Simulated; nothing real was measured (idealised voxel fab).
The process module that follows is named voxel self aligned vias.
Each square cell in cross-section cut measures 5 nm, and the section as a whole is 285 nm wide.
Cross-section = grid of square cells, listed top down in bands; band = one or more rows.
Look at the band entry: it leads with the top's height and the bottom's height in nm. Then it lists the materials left to right, with a width in nm for each. The word "everywhere" on a single material says that material fills the band edge to edge. The word "blank" is empty space.
Note: height 0 marks the level under which the wafer is uniformly one material as received. Lowest band unbounded below, written "0 nm and below".
A width such as "30->40" changes by the same amount from each row of cells to the next, from the band's top row to its bottom row.
It should be understood that the words "nothing got changed", when stated for a given step, signify that the cross-section underwent no change in any of its cells during that step.
The entry "Enclosed void listing" lists the empty spaces that cover at least 8 cells and have no open path to the top. Each is written as width x height at distance, where the distance is measured from the left edge and all three values are in nm.
On each step's line, the part that comes after the settings is the simulator's own comment on the step.
"overlay nm" denotes, for a step that has a mask, the displacement of the mask to the right of its planned place, with negative values corresponding to the left.

-- Process steps - plan
- 1: RECEIVE with material Si
- 2: CONFORMAL_DEP with material SiO2, thk nm 10
- 3: CONFORMAL_DEP with material SiCN, thk nm 5
- 4: DIRECTIONAL_DEP with material lowk, thk nm 30
- 5: MASKED_ETCH with tone open, mask id LINES, width nm 30, pitch nm 75, etch materials lowk, depth nm 30, overlay nm 0
- 6: CONFORMAL_DEP with material TiN, thk nm 5
- 7: FILL_DEP with material Ru, thk nm 5
- 8: CMP with height nm 45
- 9: SELECTIVE_ETCH with etch materials W Ru TiN, depth nm 5
- 10: FILL_DEP with material SiN, thk nm 5
- 11: CMP with height nm 45
- 12: DIRECTIONAL_DEP with material lowk, thk nm 20
- 13: MASKED_ETCH with tone open, mask id VIAS, width nm 50, pitch nm 75, etch materials lowk, depth nm 20, overlay nm 0
- 14: MASKED_ETCH with tone open, mask id VIAS, width nm 50, pitch nm 75, etch materials SiN, depth nm 5, overlay nm 0
- 15: CONFORMAL_DEP with material TiN, thk nm 5
- 16: FILL_DEP with material Cu, thk nm 5
- 17: CMP with height nm 65
- 18: CONFORMAL_DEP with material SiCN, thk nm 5

-- Cross-section: wafer on arrival = after step 1
* 0 nm and below: Si everywhere
* Enclosed void listing: none

-- End-of-module cross-section of the first of two wafers, processed as planned
* 70 nm to 65 nm: SiCN everywhere
* 65 nm to 50 nm: lowk: 80 / TiN: 5 / Cu: 40 / TiN: 5 / lowk: 25 / TiN: 5 / Cu: 40 / TiN: 5 / lowk: 80
* 50 nm to 45 nm: lowk: 80 / TiN: 15 / Cu: 20 / TiN: 15 / lowk: 25 / TiN: 15 / Cu: 20 / TiN: 15 / lowk: 80
* 45 nm to 40 nm: lowk: 90 / TiN: 30 / lowk: 45 / TiN: 30 / lowk: 90
* 40 nm to 20 nm: lowk: 90 / TiN: 5 / Ru: 20 / TiN: 5 / lowk: 45 / TiN: 5 / Ru: 20 / TiN: 5 / lowk: 90
* 20 nm to 15 nm: lowk: 90 / TiN: 30 / lowk: 45 / TiN: 30 / lowk: 90
* 15 nm to 10 nm: SiCN everywhere
* 10 nm to 0 nm: SiO2 everywhere
* 0 nm and below: Si everywhere
* Enclosed void listing: none

-- Cross-sectional view: second of two wafers, end of module; start and plan identical to the first, one mistake in running
* 70 nm to 65 nm: SiCN everywhere
* 65 nm to 45 nm: lowk: 80 / TiN: 5 / Cu: 40 / TiN: 5 / lowk: 25 / TiN: 5 / Cu: 40 / TiN: 5 / lowk: 80
* 45 nm to 40 nm: SiN: 80 / TiN: 50 / SiN: 25 / TiN: 50 / SiN: 80
* 40 nm to 35 nm: TiN: 95 / Ru: 20 / TiN: 55 / Ru: 20 / TiN: 95
* 35 nm to 10 nm: lowk: 90 / TiN: 5 / Ru: 20 / TiN: 5 / lowk: 45 / TiN: 5 / Ru: 20 / TiN: 5 / lowk: 90
* 10 nm to 5 nm: lowk: 90 / TiN: 30 / lowk: 45 / TiN: 30 / lowk: 90
* 5 nm to 0 nm: SiCN everywhere
* 0 nm and below: Si everywhere
* Enclosed void listing: none
Error vs. plan: step 2 of the plan: omitted, not performed
The second wafer ends with more or fewer cells of some materials than the first, per final count: Cu +8, Ru +16, SiN +37, SiO2 -114, TiN +53
